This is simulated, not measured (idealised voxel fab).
The process module that follows is named voxel lift off.
The cross-section on display is named cut; it measures 190 nm wide, and its cells are 5 nm squares.
Cross-section, as written here: a square-cell grid given band by band from the top down, where a band holds one or more rows of cells. Look at the band entry: it leads with the top's height and the bottom's height in nm. Then it lists the materials left to right, with a width in nm for each. The word "edge to edge" on a single material says that material fills the band edge to edge. The word "empty" is empty space. We count height from 0. Below that, the starting wafer is all one material. The lowest band never ends at the bottom but goes on down; see "0 down" for how that is written. Graded width ("30..40"): value in top row of band = first number; value in bottom row = second number; row-to-row change constant. "remained the same", as given for a step, is the statement that not any cell of the cross-section underwent a change during that step. "Fully enclosed voids" lists enclosed empty spaces (at least 8 cells, no open path upward to the top), each as width x height at distance from the left edge, in nm. Note: text after step settings on the step line = simulator remark on that step. If you see "overlay nm" on a step's line and that step has a mask, it's telling you how far right of where it was planned the mask ended up; a negative number means it went left instead.

### The planned process steps are enumerated hereunder
- 1: op RECEIVE | material Si
- 2: op CONFORMAL_DEP | material SiN | thk nm 15
- 3: op PATTERN | tone open | mask id LINES | material resist | width nm 25 | pitch nm 55 | thk nm 20 | overlay nm 0
- 4: op DIRECTIONAL_DEP | material Ru | thk nm 5
- 5: op STRIP | etch materials resist
- 6: op CONFORMAL_DEP | material SiCN | thk nm 5

### Cross-section of the wafer upon arrival, representing the state reached after step 1
0 down: Si edge to edge
Fully enclosed voids: none

### Cross-section taken at module completion on the first of two wafers; processed per the plan
25 to 20: 20 empty, then 35 SiCN, then 20 empty, then 35 SiCN, then 20 empty, then 35 SiCN, then 25 empty
20 to 15: 25 SiCN, then 25 Ru, then 30 SiCN, then 25 Ru, then 30 SiCN, then 25 Ru, then 30 SiCN
15 to 0: SiN edge to edge
0 down: Si edge to edge
Fully enclosed voids: none

### second wafer at the end: like start, like plan, one mistake
25 to 20: 20 empty, then 40 SiCN, then 15 empty, then 40 SiCN, then 15 empty, then 40 SiCN, then 20 empty
20 to 15: 25 SiCN, then 30 Ru, then 25 SiCN, then 30 Ru, then 25 SiCN, then 30 Ru, then 25 SiCN
15 to 0: SiN edge to edge
0 down: Si edge to edge
Fully enclosed voids: none
Diagnosis: off-plan run, step 3, actual operation and settings op PATTERN | tone open | mask id LINES | material resist | width nm 30 | pitch nm 55 | thk nm 20 | overlay nm 0
Upon completion, the second wafer contains, in terms of cells, a greater or smaller amount of certain materials than the first wafer: Ru: 3 more
